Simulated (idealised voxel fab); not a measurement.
Module name: voxel transistor to metal (process module)
The cross-section on display is named cut; it measures 205 nm wide, and its cells are 5 nm squares.
A cross-section in this document is a grid of square cells, and it is written down as bands, the top band listed before the ones below it; a band is made up of one or more rows of cells. In this notation a band is specified by the heights of its top and bottom, in that order and in nm, after which its materials appear from left to right, each paired with its width in nm. The word "everywhere" attached to a single material means that material fills the band from edge to edge; the word "empty" stands for empty space. Height reference: 0 = level under which incoming wafer is all one material. Lowest band: no bottom, runs on downward, e.g. "0 -> down". Width "30 to 40": first value at the band's top row of cells, second value at its bottom row, equal change from row to row. Step marked "nothing was modified"? Then no cell in the cross-section changed in it. What "Closed internal cavities" gives you is every empty space of 8 cells or more that is cut off from the top. Each appears as width x height at distance, with the distance taken from the left edge and width, height and distance all in nm. The remark found on a step's line after its settings is issued by the simulator itself and pertains to that step. overlay nm: right-of-plan distance of the mask on a masked step; negative values mean left-of-plan.

-- Planned step list for the process
| 1 | RECEIVE | material Si |
| 2 | CONFORMAL_DEP | material SiO2 | thk nm 5 |
| 3 | CONFORMAL_DEP | material SiN | thk nm 15 |
| 4 | MASKED_ETCH | tone cover | mask id ACTIVE | width nm 95 | etch materials SiN | depth nm 15 | overlay nm 0 |
| 5 | MASKED_ETCH | tone cover | mask id ACTIVE | width nm 95 | etch materials SiO2 | depth nm 5 | overlay nm 0 |
| 6 | MASKED_ETCH | tone cover | mask id ACTIVE | width nm 95 | etch materials Si | depth nm 25 | overlay nm 0 |
| 7 | FILL_DEP | material SiO2 | thk nm 15 |
| 8 | CMP | height nm 20 |
| 9 | SELECTIVE_ETCH | etch materials SiO2 | depth nm 15 |
| 10 | STRIP | etch materials SiN |
| 11 | SELECTIVE_ETCH | etch materials SiO2 | depth nm 5 |
| 12 | OXIDIZE | depth nm 5 |
| 13 | DIRECTIONAL_DEP | material polySi | thk nm 30 |
| 14 | DIRECTIONAL_DEP | material SiCN | thk nm 15 |
| 15 | DIRECTIONAL_DEP | material aC | thk nm 15 |
| 16 | PATTERN | tone cover | mask id GATE | material resist | width nm 15 | thk nm 35 | overlay nm 0 |
| 17 | DIRECTIONAL_ETCH | etch materials aC | depth nm 15 |
| 18 | STRIP | etch materials resist |
| 19 | DIRECTIONAL_ETCH | etch materials SiCN | depth nm 25 |
| 20 | DIRECTIONAL_ETCH | etch materials polySi | depth nm 40 |
| 21 | STRIP | etch materials aC |
| 22 | CONFORMAL_DEP | material SiN | thk nm 5 |
| 23 | DIRECTIONAL_ETCH | etch materials SiN | depth nm 5 |
| 24 | DIRECTIONAL_ETCH | etch materials SiO2 | depth nm 5 |
| 25 | DIRECTIONAL_ETCH | etch materials Si | depth nm 15 |
| 26 | EPI | material pSi | thk nm 20 |
| 27 | FILL_DEP | material SiO2 | thk nm 5 |
| 28 | CMP | height nm 45 |
| 29 | DIRECTIONAL_DEP | material SiO2 | thk nm 15 |
| 30 | PATTERN | tone open | mask id CONTACT | material resist | width nm 20 | pitch nm 65 | thk nm 15 | overlay nm 0 |
| 31 | DIRECTIONAL_ETCH | etch materials SiO2 | depth nm 60 |
| 32 | STRIP | etch materials resist |
| 33 | CONFORMAL_DEP | material TiN | thk nm 5 |
| 34 | FILL_DEP | material W | thk nm 10 |
| 35 | CMP | height nm 60 |
| 36 | CONFORMAL_DEP | material SiCN | thk nm 5 |
| 37 | DIRECTIONAL_DEP | material lowk | thk nm 20 |
| 38 | MASKED_ETCH | tone open | mask id METAL_1 | width nm 20 | pitch nm 65 | etch materials lowk | depth nm 20 | overlay nm 0 |
| 39 | MASKED_ETCH | tone open | mask id METAL_1 | width nm 20 | pitch nm 65 | etch materials SiCN | depth nm 5 | overlay nm 0 |
| 40 | CONFORMAL_DEP | material TiN | thk nm 5 |
| 41 | FILL_DEP | material Cu | thk nm 5 |
| 42 | CMP | height nm 85 |
| 43 | CONFORMAL_DEP | material SiCN | thk nm 5 |
| 44 | DIRECTIONAL_DEP | material SiO2 | thk nm 30 |
| 45 | PATTERN | tone open | mask id METAL_2_HOLES | material resist | width nm 15 | pitch nm 65 | thk nm 15 | overlay nm 0 |
| 46 | DIRECTIONAL_ETCH | etch materials SiO2 | depth nm 30 |
| 47 | STRIP | etch materials resist |
| 48 | MASKED_ETCH | tone open | mask id METAL_2 | width nm 20 | pitch nm 65 | etch materials SiO2 | depth nm 15 | overlay nm 0 |
| 49 | MASKED_ETCH | tone open | mask id METAL_2 | width nm 20 | pitch nm 65 | etch materials SiCN | depth nm 5 | overlay nm 0 |
| 50 | CONFORMAL_DEP | material TiN | thk nm 5 |
| 51 | FILL_DEP | material Cu | thk nm 10 |
| 52 | CMP | height nm 120 |
| 53 | CONFORMAL_DEP | material SiCN | thk nm 5 |

-- Cross-section of the incoming wafer, state after step 1
- 0 -> down | Si everywhere
- Closed internal cavities: none

-- Here's the wafer cut in cross-section after the module, started and planned just like above, except one thing was done wrong in the run
- 125 -> 120 | SiCN everywhere
- 120 -> 110 | SiO2 60 nm, TiN 5 nm, Cu 10 nm, TiN 5 nm, SiO2 45 nm, TiN 5 nm, Cu 10 nm, TiN 5 nm, SiO2 60 nm
- 110 -> 105 | SiO2 60 nm, TiN 5 nm, Cu 5 nm, TiN 10 nm, SiO2 45 nm, TiN 5 nm, Cu 5 nm, TiN 10 nm, SiO2 60 nm
- 105 -> 90 | SiO2 60 nm, TiN 5 nm, Cu 5 nm, TiN 5 nm, SiO2 50 nm, TiN 5 nm, Cu 5 nm, TiN 5 nm, SiO2 65 nm
- 90 -> 85 | SiCN 60 nm, TiN 15 nm, SiCN 50 nm, TiN 15 nm, SiCN 65 nm
- 85 -> 65 | lowk 60 nm, TiN 5 nm, Cu 10 nm, TiN 5 nm, lowk 45 nm, TiN 5 nm, Cu 10 nm, TiN 5 nm, lowk 60 nm
- 65 -> 60 | SiCN 60 nm, TiN 20 nm, SiCN 45 nm, TiN 20 nm, SiCN 60 nm
- 60 -> 45 | SiO2 60 nm, TiN 5 nm, W 10 nm, TiN 5 nm, SiO2 45 nm, TiN 5 nm, W 10 nm, TiN 5 nm, SiO2 60 nm
- 45 -> 30 | SiO2 60 nm, TiN 5 nm, W 10 nm, TiN 5 nm, SiO2 10 nm, SiN 5 nm, SiCN 15 nm, SiN 5 nm, SiO2 10 nm, TiN 5 nm, W 10 nm, TiN 5 nm, SiO2 60 nm
- 30 -> 20 | SiO2 60 nm, TiN 5 nm, W 10 nm, TiN 5 nm, SiO2 10 nm, SiN 5 nm, polySi 15 nm, SiN 5 nm, SiO2 10 nm, TiN 5 nm, W 10 nm, TiN 5 nm, SiO2 60 nm
- 20 -> 15 | SiO2 60 nm, TiN 20 nm, SiO2 10 nm, SiN 5 nm, polySi 15 nm, SiN 5 nm, SiO2 10 nm, TiN 20 nm, SiO2 60 nm
- 15 -> 0 | SiO2 70 nm, pSi 20 nm, SiN 5 nm, polySi 15 nm, SiN 5 nm, pSi 20 nm, SiO2 70 nm
- 0 -> -5 | SiO2 50 nm, pSi 40 nm, SiO2 25 nm, pSi 40 nm, SiO2 50 nm
- -5 -> -20 | SiO2 55 nm, pSi 35 nm, Si 25 nm, pSi 35 nm, SiO2 55 nm
- -20 -> -25 | SiO2 55 nm, Si 95 nm, SiO2 55 nm
- -25 -> down | Si everywhere
- Closed internal cavities: none
So what did we get wrong on this run? twice, step 29 of the plan was run
